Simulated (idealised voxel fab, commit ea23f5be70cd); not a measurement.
Process module in this document: voxel lift off
The figure presents cross-section cut, which has a width of 200 nm and is divided into square cells with an edge length of 5 nm.
A cross-section is a grid of square cells, given in bands from the top down. A band is one or more rows of cells.
Band: top and bottom heights (nm) first, top before bottom; then materials from left to right, widths in nm. "throughout" marks a sole material filling the band edge to edge. "empty" denotes empty space.
A quick word on heights: they are counted from 0, and under that level the wafer as it came to us is one material throughout. The lowest band is different from the rest in having no bottom; it simply continues downward, written as in "0 nm and below".
You'd read "30->40" like this: the band's top row of cells is as wide as the first number, its bottom row is as wide as the second, and going down, every row changes width by the same amount as the row before did.
You'll sometimes find "remains unaltered" written for a step, and that's the way of saying that nowhere in the cross-section did a cell change during that step.
Voids not open to the top, 8 cells minimum: see "Enclosed cavities". Written width x height at distance; distance is from the left edge; nm.
It should be noted that, on the line of a given step, the content following the step's settings is a remark produced by the simulator itself with respect to that step.
For masked steps, "overlay nm" on the step line gives how far right of plan the mask actually lay; a minus sign means it lay to the left.
-- The steps planned for the process are as follows
| 1 | RECEIVE, material Si |
| 2 | CONFORMAL_DEP, material Al2O3, thk nm 5 |
| 3 | PATTERN, tone open, mask id LINES, material resist, width nm 20, pitch nm 45, thk nm 15, overlay nm -15 |
| 4 | DIRECTIONAL_DEP, material Ru, thk nm 5 |
| 5 | STRIP, etch materials resist |
| 6 | CONFORMAL_DEP, material SiO2, thk nm 5 |
Be aware that, although all wafers share a common starting state, the overlay nm at step 3 differs among them, and the plan displays the first wafer's value.
-- Received wafers, first of several: cross-section after step 1
> 0 nm and below = Si throughout
> Enclosed cavities: none
-- The table below has one row for each wafer; a row shows, as of the end of the module, how many cells of each material the wafer has gained, marked (+), or lost, marked (-), since it was received, and then the wafer's closed voids
overlay nm -15, +40 Al2O3, +12 Ru, +46 SiO2, Enclosed cavities: none
overlay nm -10, +40 Al2O3, +12 Ru, +46 SiO2, Enclosed cavities: none
overlay nm -5, +40 Al2O3, +12 Ru, +46 SiO2, Enclosed cavities: none
overlay nm 0, +40 Al2O3, +12 Ru, +46 SiO2, Enclosed cavities: none
overlay nm 5, +40 Al2O3, +12 Ru, +46 SiO2, Enclosed cavities: none
overlay nm 10, +40 Al2O3, +12 Ru, +46 SiO2, Enclosed cavities: none
overlay nm 15, +40 Al2O3, +12 Ru, +46 SiO2, Enclosed cavities: none
